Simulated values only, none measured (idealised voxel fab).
Herein follows the process module entitled voxel self aligned vias.
Square cells of 5 nm make up the cross-section cut, whose width is 140 nm.
Notation: cross-section as square-cell grid; stated in bands, top first, going down; one or more cell rows per band. First you get the band's top height and its bottom height, in nm, and then the materials it's made of, left to right, with each width in nm. If you see a single material with "throughout", that one covers the band edge to edge. "air" is empty space. Convention: height 0 is the level below which the wafer, as received, is all one material. The lowest band does not terminate at the bottom but continues downward, represented as "from 0 down". Per-row width for "30 to 40": begins at first number (top row of band), ends at second number (bottom row), increment between rows held constant. Where the words "no modifications" appear for a step, the cross-section shows no cell changed by that step; every cell remained as before. Look at "Internal closed voids" for the closed voids: empty spaces with no open path to the top, sized 8 cells or up. Each is width x height at distance, distance from the left edge, all nm. Post-settings text on a step line: simulator's own remark regarding the step. Regarding "overlay nm": on a step with a mask, it is the distance the mask lay to the right of its planned place; a negative value places it to the left.
### Steps planned for the process
1,RECEIVE,material Si
2,CONFORMAL_DEP,material SiO2,thk nm 15
3,CONFORMAL_DEP,material SiCN,thk nm 5
4,DIRECTIONAL_DEP,material SiO2,thk nm 20
5,MASKED_ETCH,tone open,mask id LINES,width nm 25,pitch nm 50,etch materials SiO2,depth nm 20,overlay nm 0
6,CONFORMAL_DEP,material TiN,thk nm 5
7,FILL_DEP,material W,thk nm 10
8,CMP,height nm 40
9,SELECTIVE_ETCH,etch materials W Ru TiN,depth nm 10
10,FILL_DEP,material SiN,thk nm 5
11,CMP,height nm 40
12,DIRECTIONAL_DEP,material SiO2,thk nm 15
13,PATTERN,tone open,mask id VIAS,material resist,width nm 35,thk nm 20,overlay nm 0
14,DIRECTIONAL_ETCH,etch materials SiO2,depth nm 15
15,DIRECTIONAL_ETCH,etch materials SiN,depth nm 10
16,STRIP,etch materials resist
17,CONFORMAL_DEP,material TiN,thk nm 5
18,FILL_DEP,material Cu,thk nm 10
19,CMP,height nm 55
20,CONFORMAL_DEP,material SiN,thk nm 5
### Cross-section: wafer on arrival = after step 1
    from 0 down = Si throughout
    Internal closed voids: none
### First of two wafers at the end of the module, shown in cross-section; run carried out as planned
    from 60 to 55 = SiN throughout
    from 55 to 45 = SiO2=25  TiN=5  Cu=25  TiN=5  SiO2=80
    from 45 to 40 = SiO2=25  TiN=10  Cu=15  TiN=10  SiO2=80
    from 40 to 35 = SiO2=30  TiN=5  Cu=15  TiN=5  SiO2=25  SiN=25  SiO2=35
    from 35 to 30 = SiO2=30  TiN=25  SiO2=25  SiN=25  SiO2=35
    from 30 to 25 = SiO2=30  TiN=5  W=15  TiN=5  SiO2=25  TiN=5  W=15  TiN=5  SiO2=35
    from 25 to 20 = SiO2=30  TiN=25  SiO2=25  TiN=25  SiO2=35
    from 20 to 15 = SiCN throughout
    from 15 to 0 = SiO2 throughout
    from 0 down = Si throughout
    Internal closed voids: none
### End of module, second wafer, cross-section. Started like the first, planned like the first, run with one mistake
    from 60 to 55 = SiN throughout
    from 55 to 45 = SiO2=25  TiN=5  Cu=25  TiN=5  SiO2=80
    from 45 to 40 = SiO2=25  TiN=5  Cu=10  TiN=20  SiO2=80
    from 40 to 35 = SiO2=20  SiN=5  TiN=5  Cu=10  TiN=5  SiO2=25  SiN=25  SiO2=45
    from 35 to 30 = SiO2=20  SiN=5  TiN=20  SiO2=25  SiN=25  SiO2=45
    from 30 to 25 = SiO2=20  TiN=5  W=15  TiN=5  SiO2=25  TiN=5  W=15  TiN=5  SiO2=45
    from 25 to 20 = SiO2=20  TiN=25  SiO2=25  TiN=25  SiO2=45
    from 20 to 15 = SiCN throughout
    from 15 to 0 = SiO2 throughout
    from 0 down = Si throughout
    Internal closed voids: none
Finding, execution versus plan: step 5 was run on a setting that differed from the plan, and what really ran there is MASKED_ETCH,tone open,mask id LINES,width nm 25,pitch nm 50,etch materials SiO2,depth nm 20,overlay nm -10
Wrapping up, a cell-based count of both wafers puts the second over or under the first for these materials: Cu -2; SiN +2
